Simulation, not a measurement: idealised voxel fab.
This is a process module. Its name is voxel trench capacitor.
In the cross-section labelled cut, the width is 295 nm and each square cell is 5 nm.
If you're reading a cross-section in this doc, picture square cells in a grid; it comes to you as bands, top ones listed first down to the bottom, and a band can be one or more rows of cells.
It is stipulated that each band's entry specify, in nanometres, the height of the top of the band and then that of its bottom, followed by the materials of the band in left-to-right sequence, each together with its width in nanometres. A single material marked by the word "all across" is understood to fill the band from edge to edge; the word "air" is understood to denote empty space.
A quick word on heights: they are counted from 0, and under that level the wafer as it came to us is one material throughout. The lowest band is different from the rest in having no bottom; it simply continues downward, written as in "0 -> down".
So if you see something like "30 to 40" for the width, read it as the top row of the band sitting at the first number and the bottom row at the second, with every row in between moving by the same amount as the last.
"nothing changed" -> step changed no cross-section cell.
For the entry "Sealed-off cavities", the listed items are empty spaces with no open way to the top whose size is 8 cells or more; each item follows the pattern width x height at distance, where distance is from the left edge and all three are in nm.
If you see something after the settings on a step's line, that's the simulator's own remark about that step.
overlay nm: where the mask lay relative to plan, measured to the right, on steps with a mask; negatives go left.

**Process steps foreseen in the plan**
| 1 | RECEIVE,material Si |
| 2 | CONFORMAL_DEP,material SiN,thk nm 5 |
| 3 | DIRECTIONAL_DEP,material aC,thk nm 10 |
| 4 | PATTERN,tone open,mask id TRENCH,material resist,width nm 20,pitch nm 50,thk nm 30,overlay nm 0 |
| 5 | DIRECTIONAL_ETCH,etch materials aC,depth nm 10 |
| 6 | STRIP,etch materials resist |
| 7 | DIRECTIONAL_ETCH,etch materials SiN,depth nm 5 |
| 8 | DIRECTIONAL_ETCH,etch materials Si,depth nm 35 |
| 9 | STRIP,etch materials aC |
| 10 | CONFORMAL_DEP,material SiO2,thk nm 5 |
| 11 | FILL_DEP,material polySi,thk nm 10 |
| 12 | CMP,height nm 5 |

**The first wafer of two, processed as planned**

**as received, after step 1**
* 0 -> down  Si all across
* Sealed-off cavities: none

**The wafer, seen in cross-section, after step 2**
* 5 -> 0  SiN all across
* Note: structure below 0 unchanged.

**The wafer, seen in cross-section, after step 3**
* 15 -> 5  aC all across
* Note: structure below 5 unchanged.

**The wafer, seen in cross-section, after step 4**
* 45 -> 15  resist 60, air 20, resist 30, air 20, resist 30, air 20, resist 30, air 20, resist 65
* Note: structure below 15 unchanged.

**The wafer, seen in cross-section, after step 5**
* 35 -> 15  resist 60, air 20, resist 30, air 20, resist 30, air 20, resist 30, air 20, resist 65
* 15 -> 5  aC 60, air 20, aC 30, air 20, aC 30, air 20, aC 30, air 20, aC 65
* Note: structure below 5 unchanged.

**The wafer, seen in cross-section, after step 6**
* 15 -> 5  aC 60, air 20, aC 30, air 20, aC 30, air 20, aC 30, air 20, aC 65
* Note: structure below 5 unchanged.

**The wafer, seen in cross-section, after step 7**
* 15 -> 5  aC 60, air 20, aC 30, air 20, aC 30, air 20, aC 30, air 20, aC 65
* 5 -> 0  SiN 60, air 20, SiN 30, air 20, SiN 30, air 20, SiN 30, air 20, SiN 65
* Note: structure below 0 unchanged.

**The wafer, seen in cross-section, after step 8**
* 15 -> 5  aC 60, air 20, aC 30, air 20, aC 30, air 20, aC 30, air 20, aC 65
* 5 -> 0  SiN 60, air 20, SiN 30, air 20, SiN 30, air 20, SiN 30, air 20, SiN 65
* 0 -> -35  Si 60, air 20, Si 30, air 20, Si 30, air 20, Si 30, air 20, Si 65
* Note: structure below -35 unchanged.

**The wafer, seen in cross-section, after step 9**
* 5 -> 0  SiN 60, air 20, SiN 30, air 20, SiN 30, air 20, SiN 30, air 20, SiN 65
* Note: structure below 0 unchanged.

**The wafer, seen in cross-section, after step 10**
* 10 -> 5  SiO2 65, air 10, SiO2 40, air 10, SiO2 40, air 10, SiO2 40, air 10, SiO2 70
* 5 -> 0  SiN 60, SiO2 5, air 10, SiO2 5, SiN 30, SiO2 5, air 10, SiO2 5, SiN 30, SiO2 5, air 10, SiO2 5, SiN 30, SiO2 5, air 10, SiO2 5, SiN 65
* 0 -> -30  Si 60, SiO2 5, air 10, SiO2 5, Si 30, SiO2 5, air 10, SiO2 5, Si 30, SiO2 5, air 10, SiO2 5, Si 30, SiO2 5, air 10, SiO2 5, Si 65
* -30 -> -35  Si 60, SiO2 20, Si 30, SiO2 20, Si 30, SiO2 20, Si 30, SiO2 20, Si 65
* Note: structure below -35 unchanged.

**The wafer, seen in cross-section, after step 11**
* 20 -> 10  polySi all across
* 10 -> 5  SiO2 65, polySi 10, SiO2 40, polySi 10, SiO2 40, polySi 10, SiO2 40, polySi 10, SiO2 70
* 5 -> 0  SiN 60, SiO2 5, polySi 10, SiO2 5, SiN 30, SiO2 5, polySi 10, SiO2 5, SiN 30, SiO2 5, polySi 10, SiO2 5, SiN 30, SiO2 5, polySi 10, SiO2 5, SiN 65
* 0 -> -30  Si 60, SiO2 5, polySi 10, SiO2 5, Si 30, SiO2 5, polySi 10, SiO2 5, Si 30, SiO2 5, polySi 10, SiO2 5, Si 30, SiO2 5, polySi 10, SiO2 5, Si 65
* Note: structure below -30 unchanged.

**The wafer, seen in cross-section, after step 12**
* 5 -> 0  SiN 60, SiO2 5, polySi 10, SiO2 5, SiN 30, SiO2 5, polySi 10, SiO2 5, SiN 30, SiO2 5, polySi 10, SiO2 5, SiN 30, SiO2 5, polySi 10, SiO2 5, SiN 65
* Note: structure below 0 unchanged.

**Regarding the second of the two wafers: it shared the first wafer's starting condition and process plan, yet one error occurred during its execution. Its history coincides with that of the first wafer up to and including step 7**

**Cross-section of the second wafer corresponding to the planned conclusion of step 8**
* 15 -> 5  aC 60, air 20, aC 30, air 20, aC 30, air 20, aC 30, air 20, aC 65
* 5 -> 0  SiN 60, air 20, SiN 30, air 20, SiN 30, air 20, SiN 30, air 20, SiN 65
* 0 -> -70  Si 60, air 20, Si 30, air 20, Si 30, air 20, Si 30, air 20, Si 65
* Note: structure below -70 unchanged.

**Cross-section of the second wafer corresponding to the planned conclusion of step 9**
* 5 -> 0  SiN 60, air 20, SiN 30, air 20, SiN 30, air 20, SiN 30, air 20, SiN 65
* Note: structure below 0 unchanged.

**Cross-section of the second wafer corresponding to the planned conclusion of step 10**
* 10 -> 5  SiO2 65, air 10, SiO2 40, air 10, SiO2 40, air 10, SiO2 40, air 10, SiO2 70
* 5 -> 0  SiN 60, SiO2 5, air 10, SiO2 5, SiN 30, SiO2 5, air 10, SiO2 5, SiN 30, SiO2 5, air 10, SiO2 5, SiN 30, SiO2 5, air 10, SiO2 5, SiN 65
* 0 -> -65  Si 60, SiO2 5, air 10, SiO2 5, Si 30, SiO2 5, air 10, SiO2 5, Si 30, SiO2 5, air 10, SiO2 5, Si 30, SiO2 5, air 10, SiO2 5, Si 65
* -65 -> -70  Si 60, SiO2 20, Si 30, SiO2 20, Si 30, SiO2 20, Si 30, SiO2 20, Si 65
* Note: structure below -70 unchanged.

**Cross-section of the second wafer corresponding to the planned conclusion of step 11**
* 20 -> 10  polySi all across
* 10 -> 5  SiO2 65, polySi 10, SiO2 40, polySi 10, SiO2 40, polySi 10, SiO2 40, polySi 10, SiO2 70
* 5 -> 0  SiN 60, SiO2 5, polySi 10, SiO2 5, SiN 30, SiO2 5, polySi 10, SiO2 5, SiN 30, SiO2 5, polySi 10, SiO2 5, SiN 30, SiO2 5, polySi 10, SiO2 5, SiN 65
* 0 -> -65  Si 60, SiO2 5, polySi 10, SiO2 5, Si 30, SiO2 5, polySi 10, SiO2 5, Si 30, SiO2 5, polySi 10, SiO2 5, Si 30, SiO2 5, polySi 10, SiO2 5, Si 65
* Note: structure below -65 unchanged.

**Cross-section of the second wafer corresponding to the planned conclusion of step 12**
* 5 -> 0  SiN 60, SiO2 5, polySi 10, SiO2 5, SiN 30, SiO2 5, polySi 10, SiO2 5, SiN 30, SiO2 5, polySi 10, SiO2 5, SiN 30, SiO2 5, polySi 10, SiO2 5, SiN 65
* Note: structure below 0 unchanged.
What went wrong in running the wafer? it should be noted that step 8 of the plan was executed twice
At the finish, the second wafer shows more or fewer cells for some materials than the first does: Si: 112 fewer, SiO2: 56 more, polySi: 56 more
